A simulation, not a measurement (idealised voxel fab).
Process module under the name voxel self aligned vias
Xsec cut, 290 nm wide, square cell size 5 nm.
A cross-section in this document is a grid of square cells, and it is written down as bands, the top band listed before the ones below it; a band is made up of one or more rows of cells.
Top height, bottom height, nm. Materials left to right, width each, nm. Single material + "all across" = fills band edge to edge. "empty" = empty.
A quick word on heights: they are counted from 0, and under that level the wafer as it came to us is one material throughout. The lowest band is different from the rest in having no bottom; it simply continues downward, written as in "top 0, no bottom".
You'd read "30->40" like this: the band's top row of cells is as wide as the first number, its bottom row is as wide as the second, and going down, every row changes width by the same amount as the row before did.
A step reported as "no modification" is a step in which no cell of the cross-section changed.
For the entry "Trapped cavities", the listed items are empty spaces with no open way to the top whose size is 8 cells or more; each item follows the pattern width x height at distance, where distance is from the left edge and all three are in nm.
Step line, after settings: the simulator's comment on this step.
What "overlay nm" on a step's line means: if the step has a mask, that mask lay this far to the right of its planned place, or, when the value is negative, to the left.
-- Steps planned for the process
1 RECEIVE: material Si
2 CONFORMAL_DEP: material SiO2, thk nm 10
3 CONFORMAL_DEP: material SiCN, thk nm 5
4 DIRECTIONAL_DEP: material lowk, thk nm 25
5 MASKED_ETCH: tone open, mask id LINES, width nm 25, pitch nm 65, etch materials lowk, depth nm 25, overlay nm 0
6 CONFORMAL_DEP: material TiN, thk nm 5
7 FILL_DEP: material Ru, thk nm 5
8 CMP: height nm 40
9 SELECTIVE_ETCH: etch materials W Ru TiN, depth nm 10
10 FILL_DEP: material SiN, thk nm 10
11 CMP: height nm 40
12 DIRECTIONAL_DEP: material lowk, thk nm 20
13 MASKED_ETCH: tone open, mask id VIAS, width nm 45, etch materials lowk, depth nm 20, overlay nm 0
14 MASKED_ETCH: tone open, mask id VIAS, width nm 45, etch materials SiN, depth nm 10, overlay nm 0
15 CONFORMAL_DEP: material TiN, thk nm 5
16 FILL_DEP: material Ru, thk nm 10
17 CMP: height nm 60
18 CONFORMAL_DEP: material SiCN, thk nm 5
-- Cross-section of the incoming wafer, state after step 1
* top 0, no bottom: Si all across
* Trapped cavities: none
-- The first of two wafers, cross-sectioned at the end of the module, with the run proceeding as planned
* top 65, bottom 60: SiCN all across
* top 60, bottom 45: lowk 90 nm / TiN 5 nm / Ru 35 nm / TiN 5 nm / lowk 155 nm
* top 45, bottom 40: lowk 90 nm / TiN 15 nm / Ru 15 nm / TiN 15 nm / lowk 155 nm
* top 40, bottom 35: lowk 100 nm / TiN 5 nm / Ru 15 nm / TiN 5 nm / lowk 40 nm / SiN 25 nm / lowk 100 nm
* top 35, bottom 30: lowk 100 nm / TiN 25 nm / lowk 40 nm / SiN 25 nm / lowk 100 nm
* top 30, bottom 20: lowk 100 nm / TiN 5 nm / Ru 15 nm / TiN 5 nm / lowk 40 nm / TiN 5 nm / Ru 15 nm / TiN 5 nm / lowk 100 nm
* top 20, bottom 15: lowk 100 nm / TiN 25 nm / lowk 40 nm / TiN 25 nm / lowk 100 nm
* top 15, bottom 10: SiCN all across
* top 10, bottom 0: SiO2 all across
* top 0, no bottom: Si all across
* Trapped cavities: none
-- Here is the second of the two wafers cut open at the end of the module - same start, same plan as the first one, but we made one mistake running it
* top 65, bottom 60: SiCN all across
* top 60, bottom 45: lowk 100 nm / TiN 5 nm / Ru 35 nm / TiN 5 nm / lowk 145 nm
* top 45, bottom 40: lowk 100 nm / TiN 5 nm / Ru 15 nm / TiN 25 nm / lowk 145 nm
* top 40, bottom 35: lowk 100 nm / TiN 5 nm / Ru 15 nm / TiN 5 nm / lowk 40 nm / SiN 25 nm / lowk 100 nm
* top 35, bottom 30: lowk 100 nm / TiN 25 nm / lowk 40 nm / SiN 25 nm / lowk 100 nm
* top 30, bottom 20: lowk 100 nm / TiN 5 nm / Ru 15 nm / TiN 5 nm / lowk 40 nm / TiN 5 nm / Ru 15 nm / TiN 5 nm / lowk 100 nm
* top 20, bottom 15: lowk 100 nm / TiN 25 nm / lowk 40 nm / TiN 25 nm / lowk 100 nm
* top 15, bottom 10: SiCN all across
* top 10, bottom 0: SiO2 all across
* top 0, no bottom: Si all across
* Trapped cavities: none
Plan not followed: step 13 deviated from plan and actually ran as MASKED_ETCH: tone open, mask id VIAS, width nm 45, etch materials lowk, depth nm 20, overlay nm 10
Upon completion, the cell count for each material on the second wafer equals that on the first, whereas the spatial distribution of those cells differs.
